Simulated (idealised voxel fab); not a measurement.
Process module under the name voxel self aligned vias
Square cell edge 5 nm, section width 285 nm, ID cut.
Heads up, the way a cross-section reads in here is a grid of square cells, handed over as bands from the top down, with every band being one or more rows of cells.
First you get the band's top height and its bottom height, in nm, and then the materials it's made of, left to right, with each width in nm. If you see a single material with "all across", that one covers the band edge to edge. "air" is empty space.
Heights are measured from 0, the level below which the as-received wafer is all one material; the lowest band has no bottom and continues downward, written as in "0 nm and below".
When a width is written as two numbers, as in "30..40", the first number is the width in the top row of cells of the band and the second is the width in its bottom row, and the width changes by the same amount from each row to the next.
The designation "all unchanged", where it is given for a processing step, indicates that no cell of the cross-section was altered in the course of that step.
Look at "Non-vented voids" for the closed voids: empty spaces with no open path to the top, sized 8 cells or up. Each is width x height at distance, distance from the left edge, all nm.
Past the settings on a step's line: simulator remark, on that step.
overlay nm, on a step with a mask: how far to the right of its planned place the mask lay; to the left if negative
## Steps planned for the process
1) RECEIVE, material Si
2) CONFORMAL_DEP, material SiO2, thk nm 15
3) CONFORMAL_DEP, material SiCN, thk nm 5
4) DIRECTIONAL_DEP, material lowk, thk nm 25
5) PATTERN, tone open, mask id LINES, material resist, width nm 30, pitch nm 70, thk nm 20, overlay nm 0
6) DIRECTIONAL_ETCH, etch materials lowk, depth nm 25
7) STRIP, etch materials resist
8) CONFORMAL_DEP, material TiN, thk nm 5
9) FILL_DEP, material Ru, thk nm 10
10) CMP, height nm 45
11) SELECTIVE_ETCH, etch materials W Ru TiN, depth nm 5
12) FILL_DEP, material SiN, thk nm 10
13) CMP, height nm 45
14) DIRECTIONAL_DEP, material lowk, thk nm 20
15) PATTERN, tone open, mask id VIAS, material resist, width nm 40, pitch nm 70, thk nm 15, overlay nm 0
16) DIRECTIONAL_ETCH, etch materials lowk, depth nm 20
17) DIRECTIONAL_ETCH, etch materials SiN, depth nm 5
18) STRIP, etch materials resist
19) CONFORMAL_DEP, material TiN, thk nm 5
20) FILL_DEP, material Cu, thk nm 10
21) CMP, height nm 65
22) CONFORMAL_DEP, material SiN, thk nm 5
## First of two wafers: run as planned
## As-received wafer cross-section (after step 1)
- 0 nm and below | Si all across
- Non-vented voids: none
## Presented here is a cross-section of the wafer after step 2 has been performed
- 15 nm to 0 nm | SiO2 all across
- Everything under 0 stays put, no change at all.
## Presented here is a cross-section of the wafer after step 3 has been performed
- 20 nm to 15 nm | SiCN all across
- Everything under 15 stays put, no change at all.
## Presented here is a cross-section of the wafer after step 4 has been performed
- 45 nm to 20 nm | lowk all across
- Everything under 20 stays put, no change at all.
## Presented here is a cross-section of the wafer after step 5 has been performed
- 65 nm to 45 nm | resist=90 | air=30 | resist=40 | air=30 | resist=95
- Everything under 45 stays put, no change at all.
## Presented here is a cross-section of the wafer after step 6 has been performed
- 65 nm to 45 nm | resist=90 | air=30 | resist=40 | air=30 | resist=95
- 45 nm to 20 nm | lowk=90 | air=30 | lowk=40 | air=30 | lowk=95
- Everything under 20 stays put, no change at all.
## Presented here is a cross-section of the wafer after step 7 has been performed
- 45 nm to 20 nm | lowk=90 | air=30 | lowk=40 | air=30 | lowk=95
- Everything under 20 stays put, no change at all.
## Presented here is a cross-section of the wafer after step 8 has been performed
- 50 nm to 45 nm | TiN=95 | air=20 | TiN=50 | air=20 | TiN=100
- 45 nm to 25 nm | lowk=90 | TiN=5 | air=20 | TiN=5 | lowk=40 | TiN=5 | air=20 | TiN=5 | lowk=95
- 25 nm to 20 nm | lowk=90 | TiN=30 | lowk=40 | TiN=30 | lowk=95
- Everything under 20 stays put, no change at all.
## Presented here is a cross-section of the wafer after step 9 has been performed
- 60 nm to 50 nm | Ru all across
- 50 nm to 45 nm | TiN=95 | Ru=20 | TiN=50 | Ru=20 | TiN=100
- 45 nm to 25 nm | lowk=90 | TiN=5 | Ru=20 | TiN=5 | lowk=40 | TiN=5 | Ru=20 | TiN=5 | lowk=95
- Everything under 25 stays put, no change at all.
## Presented here is a cross-section of the wafer after step 10 has been performed
- 45 nm to 25 nm | lowk=90 | TiN=5 | Ru=20 | TiN=5 | lowk=40 | TiN=5 | Ru=20 | TiN=5 | lowk=95
- Everything under 25 stays put, no change at all.
## Presented here is a cross-section of the wafer after step 11 has been performed
- 45 nm to 40 nm | lowk=90 | air=30 | lowk=40 | air=30 | lowk=95
- Everything under 40 stays put, no change at all.
## Presented here is a cross-section of the wafer after step 12 has been performed
- 55 nm to 45 nm | SiN all across
- 45 nm to 40 nm | lowk=90 | SiN=30 | lowk=40 | SiN=30 | lowk=95
- Everything under 40 stays put, no change at all.
## Presented here is a cross-section of the wafer after step 13 has been performed
- 45 nm to 40 nm | lowk=90 | SiN=30 | lowk=40 | SiN=30 | lowk=95
- Everything under 40 stays put, no change at all.
## Presented here is a cross-section of the wafer after step 14 has been performed
- 65 nm to 45 nm | lowk all across
- Everything under 45 stays put, no change at all.
## Presented here is a cross-section of the wafer after step 15 has been performed
- 80 nm to 65 nm | resist=85 | air=40 | resist=30 | air=40 | resist=90
- Everything under 65 stays put, no change at all.
## Presented here is a cross-section of the wafer after step 16 has been performed
- 80 nm to 65 nm | resist=85 | air=40 | resist=30 | air=40 | resist=90
- 65 nm to 45 nm | lowk=85 | air=40 | lowk=30 | air=40 | lowk=90
- Everything under 45 stays put, no change at all.
## Presented here is a cross-section of the wafer after step 17 has been performed
- 80 nm to 65 nm | resist=85 | air=40 | resist=30 | air=40 | resist=90
- 65 nm to 45 nm | lowk=85 | air=40 | lowk=30 | air=40 | lowk=90
- 45 nm to 40 nm | lowk=90 | air=30 | lowk=40 | air=30 | lowk=95
- Everything under 40 stays put, no change at all.
## Presented here is a cross-section of the wafer after step 18 has been performed
- 65 nm to 45 nm | lowk=85 | air=40 | lowk=30 | air=40 | lowk=90
- Everything under 45 stays put, no change at all.
## Presented here is a cross-section of the wafer after step 19 has been performed
- 70 nm to 65 nm | TiN=90 | air=30 | TiN=40 | air=30 | TiN=95
- 65 nm to 50 nm | lowk=85 | TiN=5 | air=30 | TiN=5 | lowk=30 | TiN=5 | air=30 | TiN=5 | lowk=90
- 50 nm to 45 nm | lowk=85 | TiN=10 | air=20 | TiN=10 | lowk=30 | TiN=10 | air=20 | TiN=10 | lowk=90
- 45 nm to 40 nm | lowk=90 | TiN=30 | lowk=40 | TiN=30 | lowk=95
- Everything under 40 stays put, no change at all.
## Presented here is a cross-section of the wafer after step 20 has been performed
- 80 nm to 70 nm | Cu all across
- 70 nm to 65 nm | TiN=90 | Cu=30 | TiN=40 | Cu=30 | TiN=95
- 65 nm to 50 nm | lowk=85 | TiN=5 | Cu=30 | TiN=5 | lowk=30 | TiN=5 | Cu=30 | TiN=5 | lowk=90
- 50 nm to 45 nm | lowk=85 | TiN=10 | Cu=20 | TiN=10 | lowk=30 | TiN=10 | Cu=20 | TiN=10 | lowk=90
- Everything under 45 stays put, no change at all.
## Presented here is a cross-section of the wafer after step 21 has been performed
- 65 nm to 50 nm | lowk=85 | TiN=5 | Cu=30 | TiN=5 | lowk=30 | TiN=5 | Cu=30 | TiN=5 | lowk=90
- Everything under 50 stays put, no change at all.
## Presented here is a cross-section of the wafer after step 22 has been performed
- 70 nm to 65 nm | SiN all across
- Everything under 65 stays put, no change at all.
## Wafer two. Identical start, identical plan. One mistake in execution. Identical history through step 2
## Look at the second wafer in cross-section at the time step 3 ought to have finished
- 40 nm to 15 nm | lowk all across
- Everything under 15 stays put, no change at all.
## Look at the second wafer in cross-section at the time step 4 ought to have finished
- 45 nm to 40 nm | SiCN all across
- Everything under 40 stays put, no change at all.
## Look at the second wafer in cross-section at the time step 5 ought to have finished
- 65 nm to 45 nm | resist=90 | air=30 | resist=40 | air=30 | resist=95
- Everything under 45 stays put, no change at all.
Look at the second wafer in cross-section at the time step 6 ought to have finished: all unchanged
## Look at the second wafer in cross-section at the time step 7 ought to have finished
- 45 nm to 40 nm | SiCN all across
- Everything under 40 stays put, no change at all.
## Look at the second wafer in cross-section at the time step 8 ought to have finished
- 50 nm to 45 nm | TiN all across
- Everything under 45 stays put, no change at all.
## Look at the second wafer in cross-section at the time step 9 ought to have finished
- 60 nm to 50 nm | Ru all across
- Everything under 50 stays put, no change at all.
## Look at the second wafer in cross-section at the time step 10 ought to have finished
- 45 nm to 40 nm | SiCN all across
- Everything under 40 stays put, no change at all.
Look at the second wafer in cross-section at the time step 11 ought to have finished: all unchanged
## Look at the second wafer in cross-section at the time step 12 ought to have finished
- 55 nm to 45 nm | SiN all across
- Everything under 45 stays put, no change at all.
## Look at the second wafer in cross-section at the time step 13 ought to have finished
- 45 nm to 40 nm | SiCN all across
- Everything under 40 stays put, no change at all.
## Look at the second wafer in cross-section at the time step 14 ought to have finished
- 65 nm to 45 nm | lowk all across
- Everything under 45 stays put, no change at all.
## Look at the second wafer in cross-section at the time step 15 ought to have finished
- 80 nm to 65 nm | resist=85 | air=40 | resist=30 | air=40 | resist=90
- Everything under 65 stays put, no change at all.
## Look at the second wafer in cross-section at the time step 16 ought to have finished
- 80 nm to 65 nm | resist=85 | air=40 | resist=30 | air=40 | resist=90
- 65 nm to 45 nm | lowk=85 | air=40 | lowk=30 | air=40 | lowk=90
- Everything under 45 stays put, no change at all.
Look at the second wafer in cross-section at the time step 17 ought to have finished: all unchanged
## Look at the second wafer in cross-section at the time step 18 ought to have finished
- 65 nm to 45 nm | lowk=85 | air=40 | lowk=30 | air=40 | lowk=90
- Everything under 45 stays put, no change at all.
## Look at the second wafer in cross-section at the time step 19 ought to have finished
- 70 nm to 65 nm | TiN=90 | air=30 | TiN=40 | air=30 | TiN=95
- 65 nm to 50 nm | lowk=85 | TiN=5 | air=30 | TiN=5 | lowk=30 | TiN=5 | air=30 | TiN=5 | lowk=90
- 50 nm to 45 nm | lowk=85 | TiN=40 | lowk=30 | TiN=40 | lowk=90
- Everything under 45 stays put, no change at all.
## Look at the second wafer in cross-section at the time step 20 ought to have finished
- 80 nm to 70 nm | Cu all across
- 70 nm to 65 nm | TiN=90 | Cu=30 | TiN=40 | Cu=30 | TiN=95
- 65 nm to 50 nm | lowk=85 | TiN=5 | Cu=30 | TiN=5 | lowk=30 | TiN=5 | Cu=30 | TiN=5 | lowk=90
- Everything under 50 stays put, no change at all.
## Look at the second wafer in cross-section at the time step 21 ought to have finished
- 65 nm to 50 nm | lowk=85 | TiN=5 | Cu=30 | TiN=5 | lowk=30 | TiN=5 | Cu=30 | TiN=5 | lowk=90
- Everything under 50 stays put, no change at all.
## Look at the second wafer in cross-section at the time step 22 ought to have finished
- 70 nm to 65 nm | SiN all across
- Everything under 65 stays put, no change at all.
It is concluded that the wafer was processed incorrectly with respect to the plan, in that step 4 occupied the plan position of step 3, and the converse holds as well
The final cell counts differ between the wafers, with the second having more or fewer of some materials than the first: 8 fewer of Cu | 24 fewer of Ru | 28 fewer of TiN | 60 more of lowk
